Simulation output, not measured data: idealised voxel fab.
Herein follows the process module entitled voxel ribs on slabs.
190 nm wide, 5 nm square cells: that's cross-section cut.
When this document writes out a cross-section, it uses a grid of square cells and lists it as bands, beginning at the top and moving down, with a band standing for one or more rows of cells.
Band: top and bottom heights (nm) first, top before bottom; then materials from left to right, widths in nm. "everywhere" marks a sole material filling the band edge to edge. "blank" denotes empty space.
Heights are reckoned from 0. Under this level, the received wafer is all of one material. The bottommost band is open-ended downward, for example "0 down".
When a width is written as two numbers, as in "30 to 40", the first number is the width in the top row of cells of the band and the second is the width in its bottom row, and the width changes by the same amount from each row to the next.
"no alterations made" means the step left every cell of the cross-section as it was.
Closed-off voids of 8+ cells (no open route to the top) go in "Catalogued sealed voids", written width x height at distance from the left edge, in nm.
Where a step's line continues beyond its settings, the continuation is a remark by the simulator itself on that step.
overlay nm, on a step with a mask: how far to the right of its planned place the mask lay; to the left if negative
LIST OF PLANNED PROCESS STEPS
1) op RECEIVE | material Si
2) op DIRECTIONAL_DEP | material SiO2 | thk nm 25
3) op DIRECTIONAL_DEP | material polySi | thk nm 25
4) op DIRECTIONAL_DEP | material aC | thk nm 15
5) op PATTERN | tone cover | mask id RIB | material resist | width nm 30 | thk nm 35 | overlay nm 0
6) op DIRECTIONAL_ETCH | etch materials aC | depth nm 15
7) op STRIP | etch materials resist
8) op DIRECTIONAL_ETCH | etch materials polySi | depth nm 10
9) op STRIP | etch materials aC
10) op MASKED_ETCH | tone cover | mask id SLAB | width nm 90 | etch materials polySi | depth nm 15 | overlay nm 0
11) op FILL_DEP | material SiO2 | thk nm 20
12) op CMP | height nm 65
13) op DIRECTIONAL_DEP | material W | thk nm 5
14) op PATTERN | tone cover | mask id HEATER | material resist | width nm 40 | thk nm 15 | overlay nm 0
15) op DIRECTIONAL_ETCH | etch materials W | depth nm 5
16) op STRIP | etch materials resist
17) op CONFORMAL_DEP | material SiO2 | thk nm 5
THE CROSS-SECTION HERE SHOWS THE WAFER AS RECEIVED, I.E. IN ITS STATE AFTER STEP 1
0 down: Si everywhere
Catalogued sealed voids: none
FINAL CROSS-SECTION, MODULE RUN WITH ONE MISTAKE (START AND PLAN AS ABOVE)
75 to 70: blank: 70, then SiO2: 50, then blank: 70
70 to 65: SiO2: 75, then W: 40, then SiO2: 75
65 to 50: SiO2 everywhere
50 to 40: SiO2: 80, then polySi: 30, then SiO2: 80
40 to 25: SiO2: 45, then polySi: 90, then SiO2: 55
25 to 0: SiO2 everywhere
0 down: Si everywhere
Catalogued sealed voids: none
Want to know what went wrong? it should be noted that step 10 was executed with settings other than those planned, the operation and settings actually applied being op MASKED_ETCH | tone cover | mask id SLAB | width nm 90 | etch materials polySi | depth nm 15 | overlay nm -5
